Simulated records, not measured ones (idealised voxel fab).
process module | voxel transistor to metal
cross-section cut | 275 nm wide | cells 5 nm
A cross-section is a grid of square cells, given in bands from the top down. A band is one or more rows of cells.
Each band's line starts with the height of the band's top and of its bottom, in nm. Then come its materials from left to right, each with its width in nm. One material with "throughout" fills the band from edge to edge. "air" is empty space.
Height 0 is the level under which the wafer as received is all one material. The lowest band goes on downwards, as in "0 down".
A width such as "30 to 40" changes by the same amount from each row of cells to the next, from the band's top row to its bottom row.
"no change" after a step means that no cell of the cross-section changed.
closed voids: empty space of 8 cells or more with no open way to the top, each as width x height at its distance from the left edge, in nm
after a step's settings: what the simulator itself notes on the step
overlay nm, on a step with a mask: how far to the right of its planned place the mask lay; to the left if negative
plan
1 op RECEIVE | material Si
2 op OXIDIZE | depth nm 5
3 op CONFORMAL_DEP | material SiN | thk nm 15
4 op PATTERN | tone cover | mask id ACTIVE | material resist | width nm 100 | pitch nm 125 | thk nm 15 | overlay nm 0
5 op DIRECTIONAL_ETCH | etch materials SiN | depth nm 15
6 op DIRECTIONAL_ETCH | etch materials SiO2 | depth nm 5
7 op DIRECTIONAL_ETCH | etch materials Si | depth nm 35
8 op STRIP | etch materials resist
9 op FILL_DEP | material SiO2 | thk nm 10
10 op CMP | height nm 15
11 op SELECTIVE_ETCH | etch materials SiO2 | depth nm 10
12 op STRIP | etch materials SiN
13 op SELECTIVE_ETCH | etch materials SiO2 | depth nm 5
14 op OXIDIZE | depth nm 5
15 op DIRECTIONAL_DEP | material polySi | thk nm 30
16 op DIRECTIONAL_DEP | material SiCN | thk nm 10
17 op PATTERN | tone cover | mask id GATE | material resist | width nm 20 | pitch nm 125 | thk nm 15 | overlay nm 0
18 op DIRECTIONAL_ETCH | etch materials SiCN | depth nm 20
19 op DIRECTIONAL_ETCH | etch materials polySi | depth nm 40
20 op STRIP | etch materials resist
21 op CONFORMAL_DEP | material SiO2 | thk nm 5
22 op DIRECTIONAL_ETCH | etch materials SiO2 | depth nm 5
23 op CONFORMAL_DEP | material SiN | thk nm 10
24 op DIRECTIONAL_ETCH | etch materials SiN | depth nm 10
25 op DIRECTIONAL_ETCH | etch materials SiO2 | depth nm 5
26 op EPI | material pSi | thk nm 5
27 op FILL_DEP | material SiO2 | thk nm 5
28 op CMP | height nm 35
29 op DIRECTIONAL_DEP | material SiO2 | thk nm 15
30 op PATTERN | tone open | mask id CONTACT | material resist | width nm 15 | thk nm 20 | overlay nm 0
31 op DIRECTIONAL_ETCH | etch materials SiO2 | depth nm 55
32 op STRIP | etch materials resist
33 op CONFORMAL_DEP | material TiN | thk nm 5
34 op FILL_DEP | material Ru | thk nm 10
35 op CMP | height nm 50
36 op CONFORMAL_DEP | material SiN | thk nm 5
37 op DIRECTIONAL_DEP | material SiO2 | thk nm 15
38 op MASKED_ETCH | tone open | mask id METAL_1 | width nm 15 | etch materials SiO2 | depth nm 15 | overlay nm 0
39 op MASKED_ETCH | tone open | mask id METAL_1 | width nm 15 | etch materials SiN | depth nm 5 | overlay nm 0
40 op CONFORMAL_DEP | material TiN | thk nm 5
41 op FILL_DEP | material Cu | thk nm 10
42 op CMP | height nm 70
43 op EPI | material Ru | thk nm 5
44 op FILL_DEP | material SiCN | thk nm 5
45 op DIRECTIONAL_DEP | material lowk | thk nm 35
46 op DIRECTIONAL_DEP | material aC | thk nm 15
47 op PATTERN | tone open | mask id METAL_2 | material resist | width nm 15 | pitch nm 125 | thk nm 35 | overlay nm 0
48 op DIRECTIONAL_ETCH | etch materials aC | depth nm 15
49 op STRIP | etch materials resist
50 op DIRECTIONAL_ETCH | etch materials lowk | depth nm 20
51 op STRIP | etch materials aC
52 op PATTERN | tone open | mask id METAL_2_HOLES | material resist | width nm 15 | pitch nm 125 | thk nm 15 | overlay nm 0
53 op DIRECTIONAL_ETCH | etch materials lowk | depth nm 15
54 op DIRECTIONAL_ETCH | etch materials SiCN | depth nm 5
55 op STRIP | etch materials resist
56 op CONFORMAL_DEP | material TiN | thk nm 5
57 op FILL_DEP | material Cu | thk nm 5
58 op CMP | height nm 115
59 op CONFORMAL_DEP | material SiN | thk nm 5
as received, after step 1
  0 down: Si throughout
  closed voids: none
first wafer at the end, as planned
  120 to 115: SiN throughout
  115 to 80: lowk 30 | TiN 5 | Cu 5 | TiN 5 | lowk 110 | TiN 5 | Cu 5 | TiN 5 | lowk 105
  80 to 75: SiCN 30 | TiN 15 | SiCN 110 | TiN 15 | SiCN 105
  75 to 70: SiCN 25 | Ru 25 | SiCN 50 | Ru 25 | SiCN 25 | Ru 25 | SiCN 50 | Ru 25 | SiCN 25
  70 to 55: SiO2 30 | TiN 5 | Cu 5 | TiN 5 | SiO2 60 | TiN 5 | Cu 5 | TiN 5 | SiO2 35 | TiN 5 | Cu 5 | TiN 5 | SiO2 60 | TiN 5 | Cu 5 | TiN 5 | SiO2 30
  55 to 50: SiN 30 | TiN 15 | SiN 60 | TiN 15 | SiN 35 | TiN 15 | SiN 60 | TiN 15 | SiN 30
  50 to 35: SiO2 30 | TiN 5 | Ru 5 | TiN 5 | SiO2 60 | TiN 5 | Ru 5 | TiN 5 | SiO2 35 | TiN 5 | Ru 5 | TiN 5 | SiO2 60 | TiN 5 | Ru 5 | TiN 5 | SiO2 30
  35 to 25: SiO2 30 | TiN 5 | Ru 5 | TiN 5 | SiO2 5 | SiN 10 | SiO2 5 | SiCN 20 | SiO2 5 | SiN 10 | SiO2 5 | TiN 5 | Ru 5 | TiN 5 | SiO2 35 | TiN 5 | Ru 5 | TiN 5 | SiO2 5 | SiN 10 | SiO2 5 | SiCN 20 | SiO2 5 | SiN 10 | SiO2 5 | TiN 5 | Ru 5 | TiN 5 | SiO2 30
  25 to 5: SiO2 30 | TiN 5 | Ru 5 | TiN 5 | SiO2 5 | SiN 10 | SiO2 5 | polySi 20 | SiO2 5 | SiN 10 | SiO2 5 | TiN 5 | Ru 5 | TiN 5 | SiO2 35 | TiN 5 | Ru 5 | TiN 5 | SiO2 5 | SiN 10 | SiO2 5 | polySi 20 | SiO2 5 | SiN 10 | SiO2 5 | TiN 5 | Ru 5 | TiN 5 | SiO2 30
  5 to 0: SiO2 30 | TiN 15 | SiO2 5 | SiN 10 | SiO2 5 | polySi 20 | SiO2 5 | SiN 10 | SiO2 5 | TiN 15 | SiO2 35 | TiN 15 | SiO2 5 | SiN 10 | SiO2 5 | polySi 20 | SiO2 5 | SiN 10 | SiO2 5 | TiN 15 | SiO2 30
  0 to -5: SiO2 25 | SiN 10 | TiN 10 | SiO2 5 | SiN 10 | SiO2 5 | polySi 20 | SiO2 5 | SiN 10 | SiO2 5 | TiN 10 | SiN 10 | SiO2 25 | SiN 10 | TiN 10 | SiO2 5 | SiN 10 | SiO2 5 | polySi 20 | SiO2 5 | SiN 10 | SiO2 5 | TiN 10 | SiN 10 | SiO2 25
  -5 to -10: SiO2 35 | pSi 15 | SiO2 50 | pSi 15 | SiO2 45 | pSi 15 | SiO2 50 | pSi 15 | SiO2 35
  -10 to -40: SiO2 25 | Si 100 | SiO2 25 | Si 100 | SiO2 25
  -40 down: Si throughout
  closed voids: none
second wafer at the end: like start, like plan, one mistake
  120 to 115: SiN throughout
  115 to 80: lowk 30 | TiN 5 | Cu 5 | TiN 5 | lowk 110 | TiN 5 | Cu 5 | TiN 5 | lowk 105
  80 to 75: SiCN 30 | TiN 15 | SiCN 110 | TiN 15 | SiCN 105
  75 to 70: SiCN 25 | Ru 25 | SiCN 50 | Ru 25 | SiCN 25 | Ru 25 | SiCN 50 | Ru 25 | SiCN 25
  70 to 55: SiO2 30 | TiN 5 | Cu 5 | TiN 5 | SiO2 60 | TiN 5 | Cu 5 | TiN 5 | SiO2 35 | TiN 5 | Cu 5 | TiN 5 | SiO2 60 | TiN 5 | Cu 5 | TiN 5 | SiO2 30
  55 to 50: SiN 30 | TiN 15 | SiN 60 | TiN 15 | SiN 35 | TiN 15 | SiN 60 | TiN 15 | SiN 30
  50 to 35: SiO2 30 | TiN 5 | Ru 5 | TiN 5 | SiO2 60 | TiN 5 | Ru 5 | TiN 5 | SiO2 35 | TiN 5 | Ru 5 | TiN 5 | SiO2 60 | TiN 5 | Ru 5 | TiN 5 | SiO2 30
  35 to 25: SiO2 30 | TiN 5 | Ru 5 | TiN 5 | SiO2 5 | SiN 10 | SiO2 5 | SiCN 20 | SiO2 5 | SiN 10 | SiO2 5 | TiN 5 | Ru 5 | TiN 5 | SiO2 35 | TiN 5 | Ru 5 | TiN 5 | SiO2 5 | SiN 10 | SiO2 5 | SiCN 20 | SiO2 5 | SiN 10 | SiO2 5 | TiN 5 | Ru 5 | TiN 5 | SiO2 30
  25 to 0: SiO2 30 | TiN 5 | Ru 5 | TiN 5 | SiO2 5 | SiN 10 | SiO2 5 | polySi 20 | SiO2 5 | SiN 10 | SiO2 5 | TiN 5 | Ru 5 | TiN 5 | SiO2 35 | TiN 5 | Ru 5 | TiN 5 | SiO2 5 | SiN 10 | SiO2 5 | polySi 20 | SiO2 5 | SiN 10 | SiO2 5 | TiN 5 | Ru 5 | TiN 5 | SiO2 30
  0 to -5: SiO2 15 | SiN 10 | SiO2 5 | TiN 15 | SiO2 5 | SiN 10 | SiO2 5 | polySi 20 | SiO2 5 | SiN 10 | SiO2 5 | TiN 15 | SiO2 35 | TiN 15 | SiO2 5 | SiN 10 | SiO2 5 | polySi 20 | SiO2 5 | SiN 10 | SiO2 5 | TiN 15 | SiO2 5 | SiN 10 | SiO2 15
  -5 to -10: SiO2 15 | SiN 5 | SiO2 5 | pSi 25 | SiO2 50 | pSi 25 | SiO2 5 | SiN 15 | SiO2 5 | pSi 25 | SiO2 50 | pSi 25 | SiO2 5 | SiN 5 | SiO2 15
  -10 to -15: SiO2 15 | SiN 5 | SiO2 10 | Si 90 | SiO2 10 | SiN 15 | SiO2 10 | Si 90 | SiO2 10 | SiN 5 | SiO2 15
  -15 to -20: SiO2 30 | Si 90 | SiO2 35 | Si 90 | SiO2 30
  -20 to -40: SiO2 25 | Si 100 | SiO2 25 | Si 100 | SiO2 25
  -40 down: Si throughout
  closed voids: none
what went wrong: steps 11 and 12 were swapped
at the end the second wafer has, in cells: 4 more of Ru | 8 fewer of Si | 6 more of SiN | 10 fewer of SiO2 | 8 more of pSi
